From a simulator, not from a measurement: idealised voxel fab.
Proc. module: voxel gate over fins
In the cross-section labelled cut, the width is 140 nm and each square cell is 5 nm.
A cross-section is a grid of square cells, given in bands from the top down. A band is one or more rows of cells. Band: top and bottom heights (nm) first, top before bottom; then materials from left to right, widths in nm. "everywhere" marks a sole material filling the band edge to edge. "blank" denotes empty space. Heads up on the height convention: 0 is the point under which the incoming wafer is all one material, and the lowest band has no bottom, it just keeps going down, like "from 0 down". Per-row width for "30 to 40": begins at first number (top row of band), ends at second number (bottom row), increment between rows held constant. For the purposes of this document, the phrase "no modification" attached to a step denotes that no cell within the cross-section was modified by that step. The entry titled "Unvented voids" provides the empty spaces that have no open way to the top, restricted to those of 8 cells or more. Each is presented as width x height at distance, the distance being measured from the left edge, with all three in nm. On a step's line, text after the settings is the simulator commenting on that step. overlay nm: right-of-plan distance of the mask on a masked step; negative values mean left-of-plan.

**Planned step list for the process**
step 1: RECEIVE: material Si
step 2: CONFORMAL_DEP: material SiN, thk nm 5
step 3: PATTERN: tone cover, mask id FINS, material resist, width nm 15, pitch nm 60, thk nm 20, overlay nm 0
step 4: DIRECTIONAL_ETCH: etch materials SiN, depth nm 5
step 5: DIRECTIONAL_ETCH: etch materials Si, depth nm 40
step 6: STRIP: etch materials resist
step 7: OXIDIZE: depth nm 5
step 8: FILL_DEP: material SiO2, thk nm 15
step 9: CMP: height nm 5
step 10: PATTERN: tone open, mask id RAIL, material resist, width nm 15, thk nm 15, overlay nm 0
step 11: DIRECTIONAL_ETCH: etch materials SiO2, depth nm 40
step 12: STRIP: etch materials resist
step 13: CONFORMAL_DEP: material TiN, thk nm 5
step 14: FILL_DEP: material W, thk nm 10
step 15: CMP: height nm 5
step 16: SELECTIVE_ETCH: etch materials W Ru TiN, depth nm 20
step 17: FILL_DEP: material SiO2, thk nm 5
step 18: CMP: height nm 5
step 19: SELECTIVE_ETCH: etch materials SiO2, depth nm 15
step 20: STRIP: etch materials SiN
step 21: CONFORMAL_DEP: material HfO2, thk nm 5
step 22: CONFORMAL_DEP: material TiN, thk nm 5
step 23: CONFORMAL_DEP: material TiAl, thk nm 5
step 24: CONFORMAL_DEP: material TiN, thk nm 5
step 25: FILL_DEP: material W, thk nm 10
step 26: CMP: height nm 25
step 27: CONFORMAL_DEP: material SiCN, thk nm 10

**Wafer, first of two, run as planned**

**Cross-section of the wafer at receipt, which is the condition after step 1**
from 0 down | Si everywhere
Unvented voids: none

**The wafer in cross-section once step 2 is complete**
from 5 to 0 | SiN everywhere
Under 0: no change, same as before.

**The wafer in cross-section once step 3 is complete**
from 25 to 5 | blank (30); resist (15); blank (45); resist (15); blank (35)
Under 5: no change, same as before.

**The wafer in cross-section once step 4 is complete**
from 25 to 5 | blank (30); resist (15); blank (45); resist (15); blank (35)
from 5 to 0 | blank (30); SiN (15); blank (45); SiN (15); blank (35)
Under 0: no change, same as before.

**The wafer in cross-section once step 5 is complete**
from 25 to 5 | blank (30); resist (15); blank (45); resist (15); blank (35)
from 5 to 0 | blank (30); SiN (15); blank (45); SiN (15); blank (35)
from 0 to -40 | blank (30); Si (15); blank (45); Si (15); blank (35)
Under -40: no change, same as before.

**The wafer in cross-section once step 6 is complete**
from 5 to 0 | blank (30); SiN (15); blank (45); SiN (15); blank (35)
Under 0: no change, same as before.

**The wafer in cross-section once step 7 is complete**
from 5 to 0 | blank (30); SiN (15); blank (45); SiN (15); blank (35)
from 0 to -40 | blank (30); SiO2 (5); Si (5); SiO2 (5); blank (45); SiO2 (5); Si (5); SiO2 (5); blank (35)
from -40 to -45 | SiO2 (35); Si (5); SiO2 (55); Si (5); SiO2 (40)
Under -45: no change, same as before.

**The wafer in cross-section once step 8 is complete**
from 20 to 5 | SiO2 everywhere
from 5 to 0 | SiO2 (30); SiN (15); SiO2 (45); SiN (15); SiO2 (35)
from 0 to -45 | SiO2 (35); Si (5); SiO2 (55); Si (5); SiO2 (40)
Under -45: no change, same as before.

**The wafer in cross-section once step 9 is complete**
from 5 to 0 | SiO2 (30); SiN (15); SiO2 (45); SiN (15); SiO2 (35)
Under 0: no change, same as before.

**The wafer in cross-section once step 10 is complete**
from 20 to 5 | resist (60); blank (15); resist (65)
Under 5: no change, same as before.

**The wafer in cross-section once step 11 is complete**
from 20 to 5 | resist (60); blank (15); resist (65)
from 5 to 0 | SiO2 (30); SiN (15); SiO2 (15); blank (15); SiO2 (15); SiN (15); SiO2 (35)
from 0 to -35 | SiO2 (35); Si (5); SiO2 (20); blank (15); SiO2 (20); Si (5); SiO2 (40)
Under -35: no change, same as before.

**The wafer in cross-section once step 12 is complete**
from 5 to 0 | SiO2 (30); SiN (15); SiO2 (15); blank (15); SiO2 (15); SiN (15); SiO2 (35)
Under 0: no change, same as before.

**The wafer in cross-section once step 13 is complete**
from 10 to 5 | TiN (65); blank (5); TiN (70)
from 5 to 0 | SiO2 (30); SiN (15); SiO2 (15); TiN (5); blank (5); TiN (5); SiO2 (15); SiN (15); SiO2 (35)
from 0 to -30 | SiO2 (35); Si (5); SiO2 (20); TiN (5); blank (5); TiN (5); SiO2 (20); Si (5); SiO2 (40)
from -30 to -35 | SiO2 (35); Si (5); SiO2 (20); TiN (15); SiO2 (20); Si (5); SiO2 (40)
Under -35: no change, same as before.

**The wafer in cross-section once step 14 is complete**
from 20 to 10 | W everywhere
from 10 to 5 | TiN (65); W (5); TiN (70)
from 5 to 0 | SiO2 (30); SiN (15); SiO2 (15); TiN (5); W (5); TiN (5); SiO2 (15); SiN (15); SiO2 (35)
from 0 to -30 | SiO2 (35); Si (5); SiO2 (20); TiN (5); W (5); TiN (5); SiO2 (20); Si (5); SiO2 (40)
Under -30: no change, same as before.

**The wafer in cross-section once step 15 is complete**
from 5 to 0 | SiO2 (30); SiN (15); SiO2 (15); TiN (5); W (5); TiN (5); SiO2 (15); SiN (15); SiO2 (35)
Under 0: no change, same as before.

**The wafer in cross-section once step 16 is complete**
from 5 to 0 | SiO2 (30); SiN (15); SiO2 (15); blank (15); SiO2 (15); SiN (15); SiO2 (35)
from 0 to -15 | SiO2 (35); Si (5); SiO2 (20); blank (15); SiO2 (20); Si (5); SiO2 (40)
Under -15: no change, same as before.

**The wafer in cross-section once step 17 is complete**
from 10 to 5 | SiO2 everywhere
from 5 to 0 | SiO2 (30); SiN (15); SiO2 (45); SiN (15); SiO2 (35)
from 0 to -15 | SiO2 (35); Si (5); SiO2 (55); Si (5); SiO2 (40)
Under -15: no change, same as before.

**The wafer in cross-section once step 18 is complete**
from 5 to 0 | SiO2 (30); SiN (15); SiO2 (45); SiN (15); SiO2 (35)
Under 0: no change, same as before.

**The wafer in cross-section once step 19 is complete**
from 5 to 0 | blank (30); SiN (15); blank (45); SiN (15); blank (35)
from 0 to -10 | blank (35); Si (5); blank (55); Si (5); blank (40)
Under -10: no change, same as before.

**The wafer in cross-section once step 20 is complete**
from 0 to -10 | blank (35); Si (5); blank (55); Si (5); blank (40)
Under -10: no change, same as before.

**The wafer in cross-section once step 21 is complete**
from 5 to 0 | blank (30); HfO2 (15); blank (45); HfO2 (15); blank (35)
from 0 to -5 | blank (30); HfO2 (5); Si (5); HfO2 (5); blank (45); HfO2 (5); Si (5); HfO2 (5); blank (35)
from -5 to -10 | HfO2 (35); Si (5); HfO2 (55); Si (5); HfO2 (40)
Under -10: no change, same as before.

**The wafer in cross-section once step 22 is complete**
from 10 to 5 | blank (25); TiN (25); blank (35); TiN (25); blank (30)
from 5 to 0 | blank (25); TiN (5); HfO2 (15); TiN (5); blank (35); TiN (5); HfO2 (15); TiN (5); blank (30)
from 0 to -5 | TiN (30); HfO2 (5); Si (5); HfO2 (5); TiN (45); HfO2 (5); Si (5); HfO2 (5); TiN (35)
Under -5: no change, same as before.

**The wafer in cross-section once step 23 is complete**
from 15 to 10 | blank (20); TiAl (35); blank (25); TiAl (35); blank (25)
from 10 to 5 | blank (20); TiAl (5); TiN (25); TiAl (5); blank (25); TiAl (5); TiN (25); TiAl (5); blank (25)
from 5 to 0 | TiAl (25); TiN (5); HfO2 (15); TiN (5); TiAl (35); TiN (5); HfO2 (15); TiN (5); TiAl (30)
Under 0: no change, same as before.

**The wafer in cross-section once step 24 is complete**
from 20 to 15 | blank (15); TiN (45); blank (15); TiN (45); blank (20)
from 15 to 10 | blank (15); TiN (5); TiAl (35); TiN (5); blank (15); TiN (5); TiAl (35); TiN (5); blank (20)
from 10 to 5 | TiN (20); TiAl (5); TiN (25); TiAl (5); TiN (25); TiAl (5); TiN (25); TiAl (5); TiN (25)
Under 5: no change, same as before.

**The wafer in cross-section once step 25 is complete**
from 30 to 20 | W everywhere
from 20 to 15 | W (15); TiN (45); W (15); TiN (45); W (20)
from 15 to 10 | W (15); TiN (5); TiAl (35); TiN (5); W (15); TiN (5); TiAl (35); TiN (5); W (20)
Under 10: no change, same as before.

**The wafer in cross-section once step 26 is complete**
from 25 to 20 | W everywhere
Under 20: no change, same as before.

**The wafer in cross-section once step 27 is complete**
from 35 to 25 | SiCN everywhere
Under 25: no change, same as before.

**second wafer: like start, like plan, one mistake. Through step 21 it matches the first wafer**

**Cross-sectional representation of the second wafer at the time designated in the plan for the completion of step 22**
from 10 to 5 | blank (25); TiAl (25); blank (35); TiAl (25); blank (30)
from 5 to 0 | blank (25); TiAl (5); HfO2 (15); TiAl (5); blank (35); TiAl (5); HfO2 (15); TiAl (5); blank (30)
from 0 to -5 | TiAl (30); HfO2 (5); Si (5); HfO2 (5); TiAl (45); HfO2 (5); Si (5); HfO2 (5); TiAl (35)
Under -5: no change, same as before.

**Cross-sectional representation of the second wafer at the time designated in the plan for the completion of step 23**
from 15 to 10 | blank (20); TiN (35); blank (25); TiN (35); blank (25)
from 10 to 5 | blank (20); TiN (5); TiAl (25); TiN (5); blank (25); TiN (5); TiAl (25); TiN (5); blank (25)
from 5 to 0 | TiN (25); TiAl (5); HfO2 (15); TiAl (5); TiN (35); TiAl (5); HfO2 (15); TiAl (5); TiN (30)
Under 0: no change, same as before.

**Cross-sectional representation of the second wafer at the time designated in the plan for the completion of step 24**
from 20 to 10 | blank (15); TiN (45); blank (15); TiN (45); blank (20)
from 10 to 5 | TiN (25); TiAl (25); TiN (35); TiAl (25); TiN (30)
Under 5: no change, same as before.

**Cross-sectional representation of the second wafer at the time designated in the plan for the completion of step 25**
from 30 to 20 | W everywhere
from 20 to 10 | W (15); TiN (45); W (15); TiN (45); W (20)
Under 10: no change, same as before.

**Cross-sectional representation of the second wafer at the time designated in the plan for the completion of step 26**
from 25 to 20 | W everywhere
Under 20: no change, same as before.

**Cross-sectional representation of the second wafer at the time designated in the plan for the completion of step 27**
from 35 to 25 | SiCN everywhere
Under 25: no change, same as before.
What was the processing mistake? steps 22 and 23: order swapped relative to plan
At the close, every material occupies the same number of cells on the second wafer as on the first, only in different positions.
